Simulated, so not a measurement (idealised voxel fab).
process module | voxel gate over fins
cross-section cut | 215 nm wide | cells 5 nm
A cross-section is a grid of square cells, given in bands from the top down. A band is one or more rows of cells.
Each band's line starts with the height of the band's top and of its bottom, in nm. Then come its materials from left to right, each with its width in nm. One material with "throughout" fills the band from edge to edge. "air" is empty space.
Height 0 is the level under which the wafer as received is all one material. The lowest band goes on downwards, as in "0 down".
A width such as "30 to 40" changes by the same amount from each row of cells to the next, from the band's top row to its bottom row.
"no change" after a step means that no cell of the cross-section changed.
closed voids: empty space of 8 cells or more with no open way to the top, each as width x height at its distance from the left edge, in nm
after a step's settings: what the simulator itself notes on the step
overlay nm, on a step with a mask: how far to the right of its planned place the mask lay; to the left if negative
plan
1 op RECEIVE | material Si
2 op CONFORMAL_DEP | material SiN | thk nm 10
3 op DIRECTIONAL_DEP | material aC | thk nm 15
4 op PATTERN | tone cover | mask id FINS | material resist | width nm 15 | pitch nm 40 | thk nm 30 | overlay nm 0
5 op DIRECTIONAL_ETCH | etch materials aC | depth nm 15
6 op STRIP | etch materials resist
7 op DIRECTIONAL_ETCH | etch materials SiN | depth nm 10
8 op DIRECTIONAL_ETCH | etch materials Si | depth nm 40
9 op STRIP | etch materials aC
10 op FILL_DEP | material SiO2 | thk nm 5
11 op CMP | height nm 10
12 op SELECTIVE_ETCH | etch materials SiO2 | depth nm 25
13 op STRIP | etch materials SiN
14 op CONFORMAL_DEP | material HfO2 | thk nm 5
15 op CONFORMAL_DEP | material TiN | thk nm 5
16 op CONFORMAL_DEP | material TiAl | thk nm 5
17 op CONFORMAL_DEP | material TiN | thk nm 5
18 op FILL_DEP | material W | thk nm 15
19 op CMP | height nm 30
20 op CONFORMAL_DEP | material SiCN | thk nm 10
as received, after step 1
  0 down: Si throughout
  closed voids: none
first wafer at the end, as planned
  40 to 30: SiCN throughout
  30 to 20: W throughout
  20 to 15: W 40 | TiN 135 | W 40
  15 to 10: W 40 | TiN 5 | TiAl 125 | TiN 5 | W 40
  10 to 5: W 40 | TiN 5 | TiAl 5 | TiN 35 | TiAl 5 | TiN 35 | TiAl 5 | TiN 35 | TiAl 5 | TiN 5 | W 40
  5 to 0: TiN 45 | TiAl 5 | TiN 5 | HfO2 25 | TiN 5 | TiAl 5 | TiN 5 | HfO2 25 | TiN 5 | TiAl 5 | TiN 5 | HfO2 25 | TiN 5 | TiAl 5 | TiN 45
  0 to -5: TiAl 50 | TiN 5 | HfO2 5 | Si 15 | HfO2 5 | TiN 5 | TiAl 5 | TiN 5 | HfO2 5 | Si 15 | HfO2 5 | TiN 5 | TiAl 5 | TiN 5 | HfO2 5 | Si 15 | HfO2 5 | TiN 5 | TiAl 50
  -5 to -10: TiN 55 | HfO2 5 | Si 15 | HfO2 5 | TiN 15 | HfO2 5 | Si 15 | HfO2 5 | TiN 15 | HfO2 5 | Si 15 | HfO2 5 | TiN 55
  -10 to -15: HfO2 60 | Si 15 | HfO2 25 | Si 15 | HfO2 25 | Si 15 | HfO2 60
  -15 to -40: SiO2 60 | Si 15 | SiO2 25 | Si 15 | SiO2 25 | Si 15 | SiO2 60
  -40 down: Si throughout
  closed voids: none
second wafer at the end: like start, like plan, one mistake
  40 to 30: SiCN throughout
  30 to 20: W throughout
  20 to 15: W 40 | TiN 135 | W 40
  15 to 10: W 40 | TiN 5 | TiAl 125 | TiN 5 | W 40
  10 to 5: W 40 | TiN 5 | TiAl 5 | TiN 35 | TiAl 5 | TiN 35 | TiAl 5 | TiN 35 | TiAl 5 | TiN 5 | W 40
  5 to 0: TiN 45 | TiAl 5 | TiN 5 | HfO2 25 | TiN 5 | TiAl 5 | TiN 5 | HfO2 25 | TiN 5 | TiAl 5 | TiN 5 | HfO2 25 | TiN 5 | TiAl 5 | TiN 45
  0 to -5: TiAl 50 | TiN 5 | HfO2 5 | Si 15 | HfO2 5 | TiN 5 | TiAl 5 | TiN 5 | HfO2 5 | Si 15 | HfO2 5 | TiN 5 | TiAl 5 | TiN 5 | HfO2 5 | Si 15 | HfO2 5 | TiN 5 | TiAl 50
  -5 to -10: TiN 45 | TiAl 5 | TiN 5 | HfO2 5 | Si 15 | HfO2 5 | TiN 5 | TiAl 5 | TiN 5 | HfO2 5 | Si 15 | HfO2 5 | TiN 5 | TiAl 5 | TiN 5 | HfO2 5 | Si 15 | HfO2 5 | TiN 5 | TiAl 5 | TiN 45
  -10 to -15: HfO2 40 | TiN 5 | TiAl 5 | TiN 5 | HfO2 5 | Si 15 | HfO2 5 | TiN 5 | TiAl 5 | TiN 5 | HfO2 5 | Si 15 | HfO2 5 | TiN 5 | TiAl 5 | TiN 5 | HfO2 5 | Si 15 | HfO2 5 | TiN 5 | TiAl 5 | TiN 5 | HfO2 40
  -15 to -20: SiO2 35 | HfO2 5 | TiN 15 | HfO2 5 | Si 15 | HfO2 5 | TiN 15 | HfO2 5 | Si 15 | HfO2 5 | TiN 15 | HfO2 5 | Si 15 | HfO2 5 | TiN 15 | HfO2 5 | SiO2 35
  -20 to -25: SiO2 35 | HfO2 25 | Si 15 | HfO2 25 | Si 15 | HfO2 25 | Si 15 | HfO2 25 | SiO2 35
  -25 to -40: SiO2 60 | Si 15 | SiO2 25 | Si 15 | SiO2 25 | Si 15 | SiO2 60
  -40 down: Si throughout
  closed voids: none
what went wrong: steps 12 and 13 were swapped
at the end the second wafer has, in cells: 16 more of HfO2 | 40 fewer of SiO2 | 8 more of TiAl | 16 more of TiN
